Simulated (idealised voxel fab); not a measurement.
Documented hereafter: the process module known as voxel trench capacitor.
Section shown: cut. Width: 225 nm. Cell size: 5 nm, square.
Square cells in a grid make up a cross-section in this document, and the grid is given as bands, listed from the top down, each one or more rows of cells. Within each band entry, the heights of the top and of the bottom of the band appear first, in that order and in nm; the materials of the band then follow from left to right, each with its corresponding width in nm. The designation "throughout" on a single material indicates that it fills the band from edge to edge; the designation "empty" indicates empty space. Counting heights begins at 0, where everything beneath is, in the wafer as received, one material. The lowest band has no bottom; it goes on downwards, as "0 and below" shows. The notation "30 to 40" denotes a width that varies across the rows of cells in the band, beginning at the first number in the top row, finishing at the second number in the bottom row, and changing by an identical amount from each row to the next. Take "nothing changed" at face value: in the step it is given for, the cross-section changed in none of its cells. Empty spaces without an open route to the top, at least 8 cells in extent, make up the entry "Tabulated closed voids"; each is given as width x height at distance, where the distance is measured from the left edge, and all are in nm. Post-settings text on a step line: simulator's own remark regarding the step. overlay nm: mask right of planned place by this much (step with mask). Neg. = left.

BELOW IS THE LIST OF PLANNED PROCESS STEPS
1) RECEIVE, material Si
2) CONFORMAL_DEP, material SiN, thk nm 10
3) MASKED_ETCH, tone open, mask id TRENCH, width nm 20, pitch nm 45, etch materials SiN, depth nm 10, overlay nm -15
4) MASKED_ETCH, tone open, mask id TRENCH, width nm 20, pitch nm 45, etch materials Si, depth nm 25, overlay nm 0
5) CONFORMAL_DEP, material SiO2, thk nm 5
6) FILL_DEP, material polySi, thk nm 5
7) CMP, height nm 10
Across this set of wafers, the varied parameter is the overlay nm of step 3. Starting conditions are identical for every wafer, and the plan reports the value assigned to the first wafer.

STEP 1 COMPLETE: AS-RECEIVED CROSS-SECTION OF THE FIRST OF SEVERAL WAFERS
	0 and below | Si throughout
	Tabulated closed voids: none

THE FIGURE BELOW PRESENTS A CROSS-SECTION OF THE FIRST OF SEVERAL WAFERS AT THE CONCLUSION OF THE MODULE, FOLLOWING ITS LAST STEP, STEP 7
	10 down to 5 | 40 nm SiN, 5 nm SiO2, 10 nm polySi, 5 nm SiO2, 25 nm SiN, 5 nm SiO2, 10 nm polySi, 5 nm SiO2, 25 nm SiN, 5 nm SiO2, 10 nm polySi, 5 nm SiO2, 75 nm SiN
	5 down to 0 | 40 nm SiN, 20 nm SiO2, 25 nm SiN, 20 nm SiO2, 25 nm SiN, 20 nm SiO2, 75 nm SiN
	0 down to -25 | 55 nm Si, 5 nm SiO2, 40 nm Si, 5 nm SiO2, 40 nm Si, 5 nm SiO2, 75 nm Si
	-25 and below | Si throughout
	Tabulated closed voids: none

AT THE END OF THE MODULE, THE LAST OF SEVERAL WAFERS IN CROSS-SECTION
	10 down to 5 | 70 nm SiN, 5 nm SiO2, 10 nm polySi, 5 nm SiO2, 25 nm SiN, 5 nm SiO2, 10 nm polySi, 5 nm SiO2, 25 nm SiN, 5 nm SiO2, 10 nm polySi, 5 nm SiO2, 45 nm SiN
	5 down to 0 | 70 nm SiN, 20 nm SiO2, 25 nm SiN, 20 nm SiO2, 25 nm SiN, 20 nm SiO2, 45 nm SiN
	0 down to -25 | 70 nm Si, 5 nm SiO2, 40 nm Si, 5 nm SiO2, 40 nm Si, 5 nm SiO2, 60 nm Si
	-25 and below | Si throughout
	Tabulated closed voids: none

WHAT FOLLOWS IS A TABLE IN WHICH EACH WAFER OCCUPIES A ROW; FOR THE WAFER AS IT STANDS AT THE CLOSE OF THE MODULE, THE ROW STATES, MATERIAL BY MATERIAL, HOW MANY CELLS HAVE BEEN GAINED (+) OR LOST (-) SINCE RECEIPT, AND THEN GIVES ITS CLOSED VOIDS
overlay nm -15, -15 Si, +66 SiN, +33 SiO2, +6 polySi, Tabulated closed voids: none
overlay nm -10, -30 Si, +66 SiN, +48 SiO2, +6 polySi, Tabulated closed voids: none
overlay nm -5, -45 Si, +66 SiN, +48 SiO2, +21 polySi, Tabulated closed voids: none
overlay nm 0, -60 Si, +66 SiN, +48 SiO2, +36 polySi, Tabulated closed voids: none
overlay nm 5, -45 Si, +66 SiN, +48 SiO2, +21 polySi, Tabulated closed voids: none
overlay nm 10, -30 Si, +66 SiN, +48 SiO2, +6 polySi, Tabulated closed voids: none
overlay nm 15, -15 Si, +66 SiN, +33 SiO2, +6 polySi, Tabulated closed voids: none
